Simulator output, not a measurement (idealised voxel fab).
The document below concerns the process module designated voxel trench capacitor.
Square cells of 5 nm make up the cross-section cut, whose width is 270 nm.
Cross-section format: a grid of square cells, given as bands from top to bottom; each band is one or more rows of cells. In this notation a band is specified by the heights of its top and bottom, in that order and in nm, after which its materials appear from left to right, each paired with its width in nm. The word "all across" attached to a single material means that material fills the band from edge to edge; the word "blank" stands for empty space. Heights are measured from 0, the level below which the as-received wafer is all one material; the lowest band has no bottom and continues downward, written as in "0 -> down". The width entry "30 to 40" should be interpreted row by row: the top row of cells in the band takes the first number, the bottom row takes the second number, and the change between adjacent rows is uniform throughout. Given "changes: none" for a step, no cell of the cross-section differs between before and after that step. The list in "Enclosed void catalog" covers empty spaces of 8 cells or more that cannot reach the top through any open way, and it gives each as width x height at distance; the distance is from the left edge, and width, height and distance are in nm. Where a step's line continues beyond its settings, the continuation is a remark by the simulator itself on that step. Regarding "overlay nm": on a step with a mask, it is the distance the mask lay to the right of its planned place; a negative value places it to the left.

# Set out below are the planned steps of the process
1: RECEIVE with material Si
2: CONFORMAL_DEP with material SiN, thk nm 5
3: MASKED_ETCH with tone open, mask id TRENCH, width nm 15, pitch nm 40, etch materials SiN, depth nm 5, overlay nm 0
4: MASKED_ETCH with tone open, mask id TRENCH, width nm 15, pitch nm 40, etch materials Si, depth nm 30, overlay nm 0
5: CONFORMAL_DEP with material Al2O3, thk nm 5
6: FILL_DEP with material polySi, thk nm 10
7: CMP with height nm 5
Heads up: all these wafers start the same, and what changes between them is the width nm in step 3. The value you see in the plan is just what the first wafer got.

# The first of several wafers in cross-section, exactly as it reached us after step 1
0 -> down | Si all across
Enclosed void catalog: none

# Here's the first of several wafers in cross-section, end of the module, after the last step, step 7
5 -> 0 | SiN 85; Al2O3 5; polySi 5; Al2O3 5; SiN 25; Al2O3 5; polySi 5; Al2O3 5; SiN 25; Al2O3 5; polySi 5; Al2O3 5; SiN 90
0 -> -25 | Si 85; Al2O3 5; polySi 5; Al2O3 5; Si 25; Al2O3 5; polySi 5; Al2O3 5; Si 25; Al2O3 5; polySi 5; Al2O3 5; Si 90
-25 -> -30 | Si 85; Al2O3 15; Si 25; Al2O3 15; Si 25; Al2O3 15; Si 90
-30 -> down | Si all across
Enclosed void catalog: none

# The last wafer as seen in cross-section at the end of the module
5 -> 0 | SiN 80; Al2O3 10; polySi 5; Al2O3 10; SiN 15; Al2O3 10; polySi 5; Al2O3 10; SiN 15; Al2O3 10; polySi 5; Al2O3 10; SiN 85
0 -> -25 | Si 85; Al2O3 5; polySi 5; Al2O3 5; Si 25; Al2O3 5; polySi 5; Al2O3 5; Si 25; Al2O3 5; polySi 5; Al2O3 5; Si 90
-25 -> -30 | Si 85; Al2O3 15; Si 25; Al2O3 15; Si 25; Al2O3 15; Si 90
-30 -> down | Si all across
Enclosed void catalog: none

# Below, a row for every wafer. Read it as the end-of-module picture: for each material the wafer shows its cells gained (+) or lost (-) since it was received, and then its closed voids
width nm 15; +45 Al2O3; -54 Si; +45 SiN; +18 polySi; Enclosed void catalog: none
width nm 20; +48 Al2O3; -54 Si; +42 SiN; +18 polySi; Enclosed void catalog: none
width nm 25; +51 Al2O3; -54 Si; +39 SiN; +18 polySi; Enclosed void catalog: none
